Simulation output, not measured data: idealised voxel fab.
A process module follows: voxel gate over fins.
Each square cell in cross-section cut measures 5 nm, and the section as a whole is 275 nm wide.
The cross-sections in this document take the form of a grid made of square cells. They are written out as bands, in order from top to bottom. Each band consists of one or more rows of cells.
What a band's entry tells you: where the top is and where the bottom is, as heights in nm, and after that what lies inside, material by material from left to right, each with its width in nm. Empty space is written as the word "air", and a single material marked with the word "throughout" occupies the band from edge to edge.
Counting heights begins at 0, where everything beneath is, in the wafer as received, one material. The lowest band has no bottom; it goes on downwards, as "z 0 and below" shows.
It should be noted that a width expressed as "30->40" varies in equal increments from row to row of cells within the band, taking the value of the first number at the top row and that of the second number at the bottom row.
No cell of the cross-section changed in a step that is given as "no change occurred".
The entry titled "Trapped voids" provides the empty spaces that have no open way to the top, restricted to those of 8 cells or more. Each is presented as width x height at distance, the distance being measured from the left edge, with all three in nm.
after a step's settings: what the simulator itself notes on the step
"overlay nm" answers the question of how far to the right of plan the mask lay on a step that has a mask, and when it is negative the answer is to the left.

Listed below are the process steps as planned
| 1 | op RECEIVE | material Si |
| 2 | op CONFORMAL_DEP | material SiN | thk nm 5 |
| 3 | op PATTERN | tone cover | mask id FINS | material resist | width nm 15 | pitch nm 55 | thk nm 15 | overlay nm 0 |
| 4 | op DIRECTIONAL_ETCH | etch materials SiN | depth nm 5 |
| 5 | op DIRECTIONAL_ETCH | etch materials Si | depth nm 30 |
| 6 | op STRIP | etch materials resist |
| 7 | op FILL_DEP | material SiO2 | thk nm 10 |
| 8 | op CMP | height nm 5 |
| 9 | op MASKED_ETCH | tone open | mask id RAIL | width nm 15 | etch materials SiO2 | depth nm 30 | overlay nm 0 |
| 10 | op CONFORMAL_DEP | material TiN | thk nm 5 |
| 11 | op FILL_DEP | material W | thk nm 5 |
| 12 | op CMP | height nm 5 |
| 13 | op SELECTIVE_ETCH | etch materials W Ru TiN | depth nm 20 |
| 14 | op FILL_DEP | material SiO2 | thk nm 5 |
| 15 | op CMP | height nm 5 |
| 16 | op SELECTIVE_ETCH | etch materials SiO2 | depth nm 15 |
| 17 | op STRIP | etch materials SiN |
| 18 | op CONFORMAL_DEP | material HfO2 | thk nm 5 |
| 19 | op CONFORMAL_DEP | material TiN | thk nm 5 |
| 20 | op CONFORMAL_DEP | material TiAl | thk nm 5 |
| 21 | op CONFORMAL_DEP | material TiN | thk nm 5 |
| 22 | op FILL_DEP | material W | thk nm 15 |
| 23 | op CMP | height nm 30 |
| 24 | op CONFORMAL_DEP | material SiN | thk nm 10 |
Keep in mind the plan's value for the width nm of step 3 comes from the first wafer; the wafers don't share that setting, but they do share the same starting point.

Cross-section of the first of several received wafers, showing its state after step 1
- z 0 and below | Si throughout
- Trapped voids: none

Cross-sectional representation of the first of several wafers at the end of the module, i.e. after its terminal step, step 24
- z 40 to 30 | SiN throughout
- z 30 to 20 | W throughout
- z 20 to 15 | W 80 nm; TiN 110 nm; W 85 nm
- z 15 to 10 | W 80 nm; TiN 5 nm; TiAl 45 nm; TiN 10 nm; TiAl 45 nm; TiN 5 nm; W 85 nm
- z 10 to 5 | TiN 85 nm; TiAl 5 nm; TiN 35 nm; TiAl 5 nm; TiN 10 nm; TiAl 5 nm; TiN 35 nm; TiAl 5 nm; TiN 90 nm
- z 5 to 0 | TiAl 90 nm; TiN 5 nm; HfO2 25 nm; TiN 5 nm; TiAl 20 nm; TiN 5 nm; HfO2 25 nm; TiN 5 nm; TiAl 95 nm
- z 0 to -5 | TiN 95 nm; HfO2 5 nm; Si 15 nm; HfO2 5 nm; TiN 30 nm; HfO2 5 nm; Si 15 nm; HfO2 5 nm; TiN 100 nm
- z -5 to -10 | HfO2 100 nm; Si 15 nm; HfO2 40 nm; Si 15 nm; HfO2 105 nm
- z -10 to -15 | SiO2 100 nm; Si 15 nm; SiO2 40 nm; Si 15 nm; SiO2 105 nm
- z -15 to -20 | SiO2 100 nm; Si 15 nm; SiO2 10 nm; TiN 5 nm; W 5 nm; TiN 5 nm; SiO2 15 nm; Si 15 nm; SiO2 105 nm
- z -20 to -25 | SiO2 100 nm; Si 15 nm; SiO2 10 nm; TiN 15 nm; SiO2 15 nm; Si 15 nm; SiO2 105 nm
- z -25 to -30 | SiO2 100 nm; Si 15 nm; SiO2 40 nm; Si 15 nm; SiO2 105 nm
- z -30 and below | Si throughout
- Trapped voids: none

Last-wafer cross-section at the end of the module
- z 40 to 30 | SiN throughout
- z 30 to 20 | W throughout
- z 20 to 15 | W 75 nm; TiN 125 nm; W 75 nm
- z 15 to 10 | W 75 nm; TiN 5 nm; TiAl 115 nm; TiN 5 nm; W 75 nm
- z 10 to 5 | TiN 80 nm; TiAl 5 nm; TiN 50 nm; TiAl 5 nm; TiN 50 nm; TiAl 5 nm; TiN 80 nm
- z 5 to 0 | TiAl 85 nm; TiN 5 nm; HfO2 40 nm; TiN 5 nm; TiAl 5 nm; TiN 5 nm; HfO2 40 nm; TiN 5 nm; TiAl 85 nm
- z 0 to -5 | TiN 90 nm; HfO2 5 nm; Si 30 nm; HfO2 5 nm; TiN 15 nm; HfO2 5 nm; Si 30 nm; HfO2 5 nm; TiN 90 nm
- z -5 to -10 | HfO2 95 nm; Si 30 nm; HfO2 25 nm; Si 30 nm; HfO2 95 nm
- z -10 to -15 | SiO2 95 nm; Si 30 nm; SiO2 25 nm; Si 30 nm; SiO2 95 nm
- z -15 to -20 | SiO2 95 nm; Si 30 nm; TiN 5 nm; W 5 nm; TiN 5 nm; SiO2 10 nm; Si 30 nm; SiO2 95 nm
- z -20 to -25 | SiO2 95 nm; Si 30 nm; TiN 15 nm; SiO2 10 nm; Si 30 nm; SiO2 95 nm
- z -25 to -30 | SiO2 95 nm; Si 30 nm; SiO2 25 nm; Si 30 nm; SiO2 95 nm
- z -30 and below | Si throughout
- Trapped voids: none

Below: a row per wafer. Contents at end of module: for every material, cells gained since receipt (+) or lost since receipt (-); then closed voids
width nm 15 | +63 HfO2 | -294 Si | +110 SiN | +190 SiO2 | +63 TiAl | +131 TiN | +177 W | Trapped voids: none
width nm 20 | +63 HfO2 | -282 Si | +110 SiN | +182 SiO2 | +63 TiAl | +129 TiN | +175 W | Trapped voids: none
width nm 25 | +63 HfO2 | -270 Si | +110 SiN | +174 SiO2 | +63 TiAl | +127 TiN | +173 W | Trapped voids: none
width nm 30 | +63 HfO2 | -258 Si | +110 SiN | +166 SiO2 | +61 TiAl | +127 TiN | +171 W | Trapped voids: none
